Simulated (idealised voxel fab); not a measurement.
process module | voxel plated lines
cross-section cut | 245 nm wide | cells 5 nm
A cross-section is a grid of square cells, given in bands from the top down. A band is one or more rows of cells.
Each band's line starts with the height of the band's top and of its bottom, in nm. Then come its materials from left to right, each with its width in nm. One material with "throughout" fills the band from edge to edge. "air" is empty space.
Height 0 is the level under which the wafer as received is all one material. The lowest band goes on downwards, as in "0 down".
A width such as "30 to 40" changes by the same amount from each row of cells to the next, from the band's top row to its bottom row.
"no change" after a step means that no cell of the cross-section changed.
closed voids: empty space of 8 cells or more with no open way to the top, each as width x height at its distance from the left edge, in nm
after a step's settings: what the simulator itself notes on the step
overlay nm, on a step with a mask: how far to the right of its planned place the mask lay; to the left if negative
plan
1 op RECEIVE | material Si
2 op CONFORMAL_DEP | material SiO2 | thk nm 10
3 op DIRECTIONAL_DEP | material TiN | thk nm 5
4 op PATTERN | tone open | mask id LINES | material resist | width nm 25 | pitch nm 55 | thk nm 15 | overlay nm 0
5 op EPI | material Ru | thk nm 10
6 op STRIP | etch materials resist
7 op DIRECTIONAL_ETCH | etch materials TiN | depth nm 5
8 op CONFORMAL_DEP | material SiCN | thk nm 10
as received, after step 1
  0 down: Si throughout
  closed voids: none
a wafer at the end: this start, this plan, one mistake
  30 to 20: air 70 | SiCN 45 | air 10 | SiCN 45 | air 75
  20 to 15: air 70 | SiCN 10 | Ru 25 | SiCN 10 | air 10 | SiCN 10 | Ru 25 | SiCN 10 | air 75
  15 to 10: SiCN 80 | Ru 25 | SiCN 30 | Ru 25 | SiCN 85
  10 to 5: SiCN 80 | TiN 25 | SiCN 30 | TiN 25 | SiCN 85
  5 to 0: SiO2 throughout
  0 down: Si throughout
  closed voids: none
what went wrong: step 2 ran as: op CONFORMAL_DEP | material SiO2 | thk nm 5
